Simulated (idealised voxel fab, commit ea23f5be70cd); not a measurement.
Module name: voxel double patterning (process module)
The figure presents cross-section cut, which has a width of 175 nm and is divided into square cells with an edge length of 5 nm.
Cross-section, as written here: a square-cell grid given band by band from the top down, where a band holds one or more rows of cells.
Band: top and bottom heights (nm) first, top before bottom; then materials from left to right, widths in nm. "edge to edge" marks a sole material filling the band edge to edge. "blank" denotes empty space.
Heads up on the height convention: 0 is the point under which the incoming wafer is all one material, and the lowest band has no bottom, it just keeps going down, like "from 0 down".
Read "30..40" as a graded width: first number on top, second number at the bottom, same change between each pair of neighbouring rows.
Step marked "nothing changed"? Then no cell in the cross-section changed in it.
So "Closed void list" is basically the list of trapped voids: any empty space of 8 cells or more that can't reach the top through an opening. They're written width x height at distance, the distance being from the left edge, and it's all nm.
Past the settings on a step's line: simulator remark, on that step.
overlay nm: on a step with a mask, how far right of its planned place the mask lay; negative means left.
This section lists the process steps that were planned:
1) RECEIVE,material Si
2) CONFORMAL_DEP,material SiN,thk nm 10
3) DIRECTIONAL_DEP,material SiO2,thk nm 10
4) DIRECTIONAL_DEP,material SiCN,thk nm 5
5) DIRECTIONAL_DEP,material aC,thk nm 10
6) PATTERN,tone open,mask id FIRST,material resist,width nm 15,pitch nm 50,thk nm 30,overlay nm 0
7) DIRECTIONAL_ETCH,etch materials aC,depth nm 10
8) STRIP,etch materials resist
9) DIRECTIONAL_ETCH,etch materials SiCN,depth nm 5
10) STRIP,etch materials aC
11) MASKED_ETCH,tone open,mask id SECOND,width nm 15,etch materials SiCN,depth nm 5,overlay nm 0
12) DIRECTIONAL_ETCH,etch materials SiO2,depth nm 10
13) STRIP,etch materials SiCN
As received, after step 1:
    from 0 down  Si edge to edge
    Closed void list: none
Wafer at module end, in section. Began as above, planned as above, run with one mistake:
    from 25 to 15  SiO2=55; blank=15; SiO2=10; blank=15; SiO2=10; blank=15; SiO2=55
    from 15 to 10  SiO2 edge to edge
    from 10 to 0  SiN edge to edge
    from 0 down  Si edge to edge
    Closed void list: none
Which mistake was made when the wafer was run? rather than as planned, step 3 actually ran as DIRECTIONAL_DEP,material SiO2,thk nm 15
